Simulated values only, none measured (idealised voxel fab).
Title: Process Module voxel wiring stack
It is cross-section cut that appears here, measuring 215 nm in width, its square cells being 5 nm in size.
Each cross-section below is a grid of square cells, stated as bands in top-down order, with one or more rows of cells making up each band.
In this notation a band is specified by the heights of its top and bottom, in that order and in nm, after which its materials appear from left to right, each paired with its width in nm. The word "everywhere" attached to a single material means that material fills the band from edge to edge; the word "blank" stands for empty space.
Zero point of the height axis is 0; under it, received wafer = one material. Lowest band: continues down indefinitely, "z 0 and below".
With a width like "30->40", each row of cells in the band differs from the next by the same amount, the top row carrying the first number and the bottom row the second.
"changes: none" -> step changed no cross-section cell.
"Enclosed void list" means: voids of 8 cells or more that are shut off from the top with no open way through. Written width x height at distance, distance from the left edge, in nm.
On each step's line, the part that comes after the settings is the simulator's own comment on the step.
The line of a step may include "overlay nm". On a step with a mask, this value is how far to the right of its planned place the mask lay. A negative value means the mask lay to the left.

Here's what the planned process steps look like:
1 RECEIVE,material Si
2 CONFORMAL_DEP,material SiO2,thk nm 15
3 DIRECTIONAL_DEP,material TiN,thk nm 5
4 DIRECTIONAL_DEP,material Ru,thk nm 20
5 PATTERN,tone cover,mask id METAL_1,material resist,width nm 20,pitch nm 45,thk nm 15,overlay nm 0
6 DIRECTIONAL_ETCH,etch materials Ru,depth nm 20
7 DIRECTIONAL_ETCH,etch materials TiN,depth nm 5
8 STRIP,etch materials resist
9 FILL_DEP,material lowk,thk nm 5
10 CMP,height nm 40
11 CONFORMAL_DEP,material SiCN,thk nm 5
12 DIRECTIONAL_DEP,material SiO2,thk nm 35
13 PATTERN,tone open,mask id METAL_2,material resist,width nm 20,pitch nm 45,thk nm 20,overlay nm 0
14 DIRECTIONAL_ETCH,etch materials SiO2,depth nm 20
15 STRIP,etch materials resist
16 DIRECTIONAL_DEP,material aC,thk nm 15
17 PATTERN,tone open,mask id METAL_2_HOLES,material resist,width nm 15,pitch nm 90,thk nm 35,overlay nm 0
18 DIRECTIONAL_ETCH,etch materials aC,depth nm 15
19 STRIP,etch materials resist
20 DIRECTIONAL_ETCH,etch materials SiO2,depth nm 15
21 DIRECTIONAL_ETCH,etch materials SiCN,depth nm 5
22 STRIP,etch materials aC
23 CONFORMAL_DEP,material TiN,thk nm 5
24 FILL_DEP,material Cu,thk nm 5
25 CMP,height nm 80
26 CONFORMAL_DEP,material SiN,thk nm 5

Concerning the first of two wafers, which was run in accordance with the plan:

Cross-section: wafer on arrival = after step 1:
* z 0 and below  Si everywhere
* Enclosed void list: none

Cross-section: wafer state after step 2:
* z 15 to 0  SiO2 everywhere
* All layers under 0 are left as they were.

Cross-section: wafer state after step 3:
* z 20 to 15  TiN everywhere
* All layers under 15 are left as they were.

Cross-section: wafer state after step 4:
* z 40 to 20  Ru everywhere
* All layers under 20 are left as they were.

Cross-section: wafer state after step 5:
* z 55 to 40  30 nm blank  20 nm resist  25 nm blank  20 nm resist  25 nm blank  20 nm resist  25 nm blank  20 nm resist  30 nm blank
* All layers under 40 are left as they were.

Cross-section: wafer state after step 6:
* z 55 to 40  30 nm blank  20 nm resist  25 nm blank  20 nm resist  25 nm blank  20 nm resist  25 nm blank  20 nm resist  30 nm blank
* z 40 to 20  30 nm blank  20 nm Ru  25 nm blank  20 nm Ru  25 nm blank  20 nm Ru  25 nm blank  20 nm Ru  30 nm blank
* All layers under 20 are left as they were.

Cross-section: wafer state after step 7:
* z 55 to 40  30 nm blank  20 nm resist  25 nm blank  20 nm resist  25 nm blank  20 nm resist  25 nm blank  20 nm resist  30 nm blank
* z 40 to 20  30 nm blank  20 nm Ru  25 nm blank  20 nm Ru  25 nm blank  20 nm Ru  25 nm blank  20 nm Ru  30 nm blank
* z 20 to 15  30 nm blank  20 nm TiN  25 nm blank  20 nm TiN  25 nm blank  20 nm TiN  25 nm blank  20 nm TiN  30 nm blank
* All layers under 15 are left as they were.

Cross-section: wafer state after step 8:
* z 40 to 20  30 nm blank  20 nm Ru  25 nm blank  20 nm Ru  25 nm blank  20 nm Ru  25 nm blank  20 nm Ru  30 nm blank
* All layers under 20 are left as they were.

Cross-section: wafer state after step 9:
* z 45 to 40  lowk everywhere
* z 40 to 20  30 nm lowk  20 nm Ru  25 nm lowk  20 nm Ru  25 nm lowk  20 nm Ru  25 nm lowk  20 nm Ru  30 nm lowk
* z 20 to 15  30 nm lowk  20 nm TiN  25 nm lowk  20 nm TiN  25 nm lowk  20 nm TiN  25 nm lowk  20 nm TiN  30 nm lowk
* All layers under 15 are left as they were.

Cross-section: wafer state after step 10:
* z 40 to 20  30 nm lowk  20 nm Ru  25 nm lowk  20 nm Ru  25 nm lowk  20 nm Ru  25 nm lowk  20 nm Ru  30 nm lowk
* All layers under 20 are left as they were.

Cross-section: wafer state after step 11:
* z 45 to 40  SiCN everywhere
* All layers under 40 are left as they were.

Cross-section: wafer state after step 12:
* z 80 to 45  SiO2 everywhere
* All layers under 45 are left as they were.

Cross-section: wafer state after step 13:
* z 100 to 80  30 nm resist  20 nm blank  25 nm resist  20 nm blank  25 nm resist  20 nm blank  25 nm resist  20 nm blank  30 nm resist
* All layers under 80 are left as they were.

Cross-section: wafer state after step 14:
* z 100 to 80  30 nm resist  20 nm blank  25 nm resist  20 nm blank  25 nm resist  20 nm blank  25 nm resist  20 nm blank  30 nm resist
* z 80 to 60  30 nm SiO2  20 nm blank  25 nm SiO2  20 nm blank  25 nm SiO2  20 nm blank  25 nm SiO2  20 nm blank  30 nm SiO2
* All layers under 60 are left as they were.

Cross-section: wafer state after step 15:
* z 80 to 60  30 nm SiO2  20 nm blank  25 nm SiO2  20 nm blank  25 nm SiO2  20 nm blank  25 nm SiO2  20 nm blank  30 nm SiO2
* All layers under 60 are left as they were.

Cross-section: wafer state after step 16:
* z 95 to 80  30 nm aC  20 nm blank  25 nm aC  20 nm blank  25 nm aC  20 nm blank  25 nm aC  20 nm blank  30 nm aC
* z 80 to 75  30 nm SiO2  20 nm blank  25 nm SiO2  20 nm blank  25 nm SiO2  20 nm blank  25 nm SiO2  20 nm blank  30 nm SiO2
* z 75 to 60  30 nm SiO2  20 nm aC  25 nm SiO2  20 nm aC  25 nm SiO2  20 nm aC  25 nm SiO2  20 nm aC  30 nm SiO2
* All layers under 60 are left as they were.

Cross-section: wafer state after step 17:
* z 130 to 95  30 nm resist  15 nm blank  75 nm resist  15 nm blank  80 nm resist
* z 95 to 80  30 nm aC  15 nm blank  5 nm resist  25 nm aC  20 nm resist  25 nm aC  15 nm blank  5 nm resist  25 nm aC  20 nm resist  30 nm aC
* z 80 to 75  30 nm SiO2  15 nm blank  5 nm resist  25 nm SiO2  20 nm resist  25 nm SiO2  15 nm blank  5 nm resist  25 nm SiO2  20 nm resist  30 nm SiO2
* All layers under 75 are left as they were.

Cross-section: wafer state after step 18:
* z 115 to 95  30 nm resist  15 nm blank  75 nm resist  15 nm blank  80 nm resist
* z 95 to 80  30 nm aC  15 nm blank  5 nm resist  25 nm aC  20 nm resist  25 nm aC  15 nm blank  5 nm resist  25 nm aC  20 nm resist  30 nm aC
* z 80 to 75  30 nm SiO2  15 nm blank  5 nm resist  25 nm SiO2  20 nm resist  25 nm SiO2  15 nm blank  5 nm resist  25 nm SiO2  20 nm resist  30 nm SiO2
* z 75 to 60  30 nm SiO2  15 nm blank  5 nm aC  25 nm SiO2  20 nm aC  25 nm SiO2  15 nm blank  5 nm aC  25 nm SiO2  20 nm aC  30 nm SiO2
* All layers under 60 are left as they were.

Cross-section: wafer state after step 19:
* z 95 to 80  30 nm aC  20 nm blank  25 nm aC  20 nm blank  25 nm aC  20 nm blank  25 nm aC  20 nm blank  30 nm aC
* z 80 to 75  30 nm SiO2  20 nm blank  25 nm SiO2  20 nm blank  25 nm SiO2  20 nm blank  25 nm SiO2  20 nm blank  30 nm SiO2
* All layers under 75 are left as they were.

Cross-section: wafer state after step 20:
* z 95 to 80  30 nm aC  20 nm blank  25 nm aC  20 nm blank  25 nm aC  20 nm blank  25 nm aC  20 nm blank  30 nm aC
* z 80 to 75  30 nm SiO2  20 nm blank  25 nm SiO2  20 nm blank  25 nm SiO2  20 nm blank  25 nm SiO2  20 nm blank  30 nm SiO2
* z 75 to 60  30 nm SiO2  15 nm blank  5 nm aC  25 nm SiO2  20 nm aC  25 nm SiO2  15 nm blank  5 nm aC  25 nm SiO2  20 nm aC  30 nm SiO2
* z 60 to 45  30 nm SiO2  15 nm blank  75 nm SiO2  15 nm blank  80 nm SiO2
* All layers under 45 are left as they were.

Cross-section: wafer state after step 21:
* z 95 to 80  30 nm aC  20 nm blank  25 nm aC  20 nm blank  25 nm aC  20 nm blank  25 nm aC  20 nm blank  30 nm aC
* z 80 to 75  30 nm SiO2  20 nm blank  25 nm SiO2  20 nm blank  25 nm SiO2  20 nm blank  25 nm SiO2  20 nm blank  30 nm SiO2
* z 75 to 60  30 nm SiO2  15 nm blank  5 nm aC  25 nm SiO2  20 nm aC  25 nm SiO2  15 nm blank  5 nm aC  25 nm SiO2  20 nm aC  30 nm SiO2
* z 60 to 45  30 nm SiO2  15 nm blank  75 nm SiO2  15 nm blank  80 nm SiO2
* z 45 to 40  30 nm SiCN  15 nm blank  75 nm SiCN  15 nm blank  80 nm SiCN
* All layers under 40 are left as they were.

Cross-section: wafer state after step 22:
* z 80 to 60  30 nm SiO2  20 nm blank  25 nm SiO2  20 nm blank  25 nm SiO2  20 nm blank  25 nm SiO2  20 nm blank  30 nm SiO2
* All layers under 60 are left as they were.

Cross-section: wafer state after step 23:
* z 85 to 80  35 nm TiN  10 nm blank  35 nm TiN  10 nm blank  35 nm TiN  10 nm blank  35 nm TiN  10 nm blank  35 nm TiN
* z 80 to 65  30 nm SiO2  5 nm TiN  10 nm blank  5 nm TiN  25 nm SiO2  5 nm TiN  10 nm blank  5 nm TiN  25 nm SiO2  5 nm TiN  10 nm blank  5 nm TiN  25 nm SiO2  5 nm TiN  10 nm blank  5 nm TiN  30 nm SiO2
* z 65 to 60  30 nm SiO2  5 nm TiN  5 nm blank  10 nm TiN  25 nm SiO2  20 nm TiN  25 nm SiO2  5 nm TiN  5 nm blank  10 nm TiN  25 nm SiO2  20 nm TiN  30 nm SiO2
* z 60 to 45  30 nm SiO2  5 nm TiN  5 nm blank  5 nm TiN  75 nm SiO2  5 nm TiN  5 nm blank  5 nm TiN  80 nm SiO2
* z 45 to 40  30 nm SiCN  15 nm TiN  75 nm SiCN  15 nm TiN  80 nm SiCN
* All layers under 40 are left as they were.

Cross-section: wafer state after step 24:
* z 90 to 85  Cu everywhere
* z 85 to 80  35 nm TiN  10 nm Cu  35 nm TiN  10 nm Cu  35 nm TiN  10 nm Cu  35 nm TiN  10 nm Cu  35 nm TiN
* z 80 to 65  30 nm SiO2  5 nm TiN  10 nm Cu  5 nm TiN  25 nm SiO2  5 nm TiN  10 nm Cu  5 nm TiN  25 nm SiO2  5 nm TiN  10 nm Cu  5 nm TiN  25 nm SiO2  5 nm TiN  10 nm Cu  5 nm TiN  30 nm SiO2
* z 65 to 60  30 nm SiO2  5 nm TiN  5 nm Cu  10 nm TiN  25 nm SiO2  20 nm TiN  25 nm SiO2  5 nm TiN  5 nm Cu  10 nm TiN  25 nm SiO2  20 nm TiN  30 nm SiO2
* z 60 to 45  30 nm SiO2  5 nm TiN  5 nm Cu  5 nm TiN  75 nm SiO2  5 nm TiN  5 nm Cu  5 nm TiN  80 nm SiO2
* All layers under 45 are left as they were.

Cross-section: wafer state after step 25:
* z 80 to 65  30 nm SiO2  5 nm TiN  10 nm Cu  5 nm TiN  25 nm SiO2  5 nm TiN  10 nm Cu  5 nm TiN  25 nm SiO2  5 nm TiN  10 nm Cu  5 nm TiN  25 nm SiO2  5 nm TiN  10 nm Cu  5 nm TiN  30 nm SiO2
* All layers under 65 are left as they were.

Cross-section: wafer state after step 26:
* z 85 to 80  SiN everywhere
* All layers under 80 are left as they were.

Notes, second wafer: start = first wafer's, plan = first wafer's, execution had one mistake; history identical to first through step 13:

The second wafer in cross-section, at the planned close of step 14:
* z 100 to 80  30 nm resist  20 nm blank  25 nm resist  20 nm blank  25 nm resist  20 nm blank  25 nm resist  20 nm blank  30 nm resist
* z 80 to 55  30 nm SiO2  20 nm blank  25 nm SiO2  20 nm blank  25 nm SiO2  20 nm blank  25 nm SiO2  20 nm blank  30 nm SiO2
* All layers under 55 are left as they were.

The second wafer in cross-section, at the planned close of step 15:
* z 80 to 55  30 nm SiO2  20 nm blank  25 nm SiO2  20 nm blank  25 nm SiO2  20 nm blank  25 nm SiO2  20 nm blank  30 nm SiO2
* All layers under 55 are left as they were.

The second wafer in cross-section, at the planned close of step 16:
* z 95 to 80  30 nm aC  20 nm blank  25 nm aC  20 nm blank  25 nm aC  20 nm blank  25 nm aC  20 nm blank  30 nm aC
* z 80 to 70  30 nm SiO2  20 nm blank  25 nm SiO2  20 nm blank  25 nm SiO2  20 nm blank  25 nm SiO2  20 nm blank  30 nm SiO2
* z 70 to 55  30 nm SiO2  20 nm aC  25 nm SiO2  20 nm aC  25 nm SiO2  20 nm aC  25 nm SiO2  20 nm aC  30 nm SiO2
* All layers under 55 are left as they were.

The second wafer in cross-section, at the planned close of step 17:
* z 130 to 95  30 nm resist  15 nm blank  75 nm resist  15 nm blank  80 nm resist
* z 95 to 80  30 nm aC  15 nm blank  5 nm resist  25 nm aC  20 nm resist  25 nm aC  15 nm blank  5 nm resist  25 nm aC  20 nm resist  30 nm aC
* z 80 to 70  30 nm SiO2  15 nm blank  5 nm resist  25 nm SiO2  20 nm resist  25 nm SiO2  15 nm blank  5 nm resist  25 nm SiO2  20 nm resist  30 nm SiO2
* All layers under 70 are left as they were.

The second wafer in cross-section, at the planned close of step 18:
* z 115 to 95  30 nm resist  15 nm blank  75 nm resist  15 nm blank  80 nm resist
* z 95 to 80  30 nm aC  15 nm blank  5 nm resist  25 nm aC  20 nm resist  25 nm aC  15 nm blank  5 nm resist  25 nm aC  20 nm resist  30 nm aC
* z 80 to 70  30 nm SiO2  15 nm blank  5 nm resist  25 nm SiO2  20 nm resist  25 nm SiO2  15 nm blank  5 nm resist  25 nm SiO2  20 nm resist  30 nm SiO2
* z 70 to 55  30 nm SiO2  15 nm blank  5 nm aC  25 nm SiO2  20 nm aC  25 nm SiO2  15 nm blank  5 nm aC  25 nm SiO2  20 nm aC  30 nm SiO2
* All layers under 55 are left as they were.

The second wafer in cross-section, at the planned close of step 19:
* z 95 to 80  30 nm aC  20 nm blank  25 nm aC  20 nm blank  25 nm aC  20 nm blank  25 nm aC  20 nm blank  30 nm aC
* z 80 to 70  30 nm SiO2  20 nm blank  25 nm SiO2  20 nm blank  25 nm SiO2  20 nm blank  25 nm SiO2  20 nm blank  30 nm SiO2
* All layers under 70 are left as they were.

The second wafer in cross-section, at the planned close of step 20:
* z 95 to 80  30 nm aC  20 nm blank  25 nm aC  20 nm blank  25 nm aC  20 nm blank  25 nm aC  20 nm blank  30 nm aC
* z 80 to 70  30 nm SiO2  20 nm blank  25 nm SiO2  20 nm blank  25 nm SiO2  20 nm blank  25 nm SiO2  20 nm blank  30 nm SiO2
* z 70 to 55  30 nm SiO2  15 nm blank  5 nm aC  25 nm SiO2  20 nm aC  25 nm SiO2  15 nm blank  5 nm aC  25 nm SiO2  20 nm aC  30 nm SiO2
* z 55 to 45  30 nm SiO2  15 nm blank  75 nm SiO2  15 nm blank  80 nm SiO2
* All layers under 45 are left as they were.

The second wafer in cross-section, at the planned close of step 21:
* z 95 to 80  30 nm aC  20 nm blank  25 nm aC  20 nm blank  25 nm aC  20 nm blank  25 nm aC  20 nm blank  30 nm aC
* z 80 to 70  30 nm SiO2  20 nm blank  25 nm SiO2  20 nm blank  25 nm SiO2  20 nm blank  25 nm SiO2  20 nm blank  30 nm SiO2
* z 70 to 55  30 nm SiO2  15 nm blank  5 nm aC  25 nm SiO2  20 nm aC  25 nm SiO2  15 nm blank  5 nm aC  25 nm SiO2  20 nm aC  30 nm SiO2
* z 55 to 45  30 nm SiO2  15 nm blank  75 nm SiO2  15 nm blank  80 nm SiO2
* z 45 to 40  30 nm SiCN  15 nm blank  75 nm SiCN  15 nm blank  80 nm SiCN
* All layers under 40 are left as they were.

The second wafer in cross-section, at the planned close of step 22:
* z 80 to 55  30 nm SiO2  20 nm blank  25 nm SiO2  20 nm blank  25 nm SiO2  20 nm blank  25 nm SiO2  20 nm blank  30 nm SiO2
* All layers under 55 are left as they were.

The second wafer in cross-section, at the planned close of step 23:
* z 85 to 80  35 nm TiN  10 nm blank  35 nm TiN  10 nm blank  35 nm TiN  10 nm blank  35 nm TiN  10 nm blank  35 nm TiN
* z 80 to 60  30 nm SiO2  5 nm TiN  10 nm blank  5 nm TiN  25 nm SiO2  5 nm TiN  10 nm blank  5 nm TiN  25 nm SiO2  5 nm TiN  10 nm blank  5 nm TiN  25 nm SiO2  5 nm TiN  10 nm blank  5 nm TiN  30 nm SiO2
* z 60 to 55  30 nm SiO2  5 nm TiN  5 nm blank  10 nm TiN  25 nm SiO2  20 nm TiN  25 nm SiO2  5 nm TiN  5 nm blank  10 nm TiN  25 nm SiO2  20 nm TiN  30 nm SiO2
* z 55 to 45  30 nm SiO2  5 nm TiN  5 nm blank  5 nm TiN  75 nm SiO2  5 nm TiN  5 nm blank  5 nm TiN  80 nm SiO2
* z 45 to 40  30 nm SiCN  15 nm TiN  75 nm SiCN  15 nm TiN  80 nm SiCN
* All layers under 40 are left as they were.

The second wafer in cross-section, at the planned close of step 24:
* z 90 to 85  Cu everywhere
* z 85 to 80  35 nm TiN  10 nm Cu  35 nm TiN  10 nm Cu  35 nm TiN  10 nm Cu  35 nm TiN  10 nm Cu  35 nm TiN
* z 80 to 60  30 nm SiO2  5 nm TiN  10 nm Cu  5 nm TiN  25 nm SiO2  5 nm TiN  10 nm Cu  5 nm TiN  25 nm SiO2  5 nm TiN  10 nm Cu  5 nm TiN  25 nm SiO2  5 nm TiN  10 nm Cu  5 nm TiN  30 nm SiO2
* z 60 to 55  30 nm SiO2  5 nm TiN  5 nm Cu  10 nm TiN  25 nm SiO2  20 nm TiN  25 nm SiO2  5 nm TiN  5 nm Cu  10 nm TiN  25 nm SiO2  20 nm TiN  30 nm SiO2
* z 55 to 45  30 nm SiO2  5 nm TiN  5 nm Cu  5 nm TiN  75 nm SiO2  5 nm TiN  5 nm Cu  5 nm TiN  80 nm SiO2
* All layers under 45 are left as they were.

The second wafer in cross-section, at the planned close of step 25:
* z 80 to 60  30 nm SiO2  5 nm TiN  10 nm Cu  5 nm TiN  25 nm SiO2  5 nm TiN  10 nm Cu  5 nm TiN  25 nm SiO2  5 nm TiN  10 nm Cu  5 nm TiN  25 nm SiO2  5 nm TiN  10 nm Cu  5 nm TiN  30 nm SiO2
* All layers under 60 are left as they were.

The second wafer in cross-section, at the planned close of step 26:
* z 85 to 80  SiN everywhere
* All layers under 80 are left as they were.
Run error: step 14: run off-plan, actual operation and settings DIRECTIONAL_ETCH,etch materials SiO2,depth nm 25
Final comparison by cell count, materials where the second wafer has more or fewer than the first: 6 more of Cu; 10 fewer of SiO2; 4 more of TiN
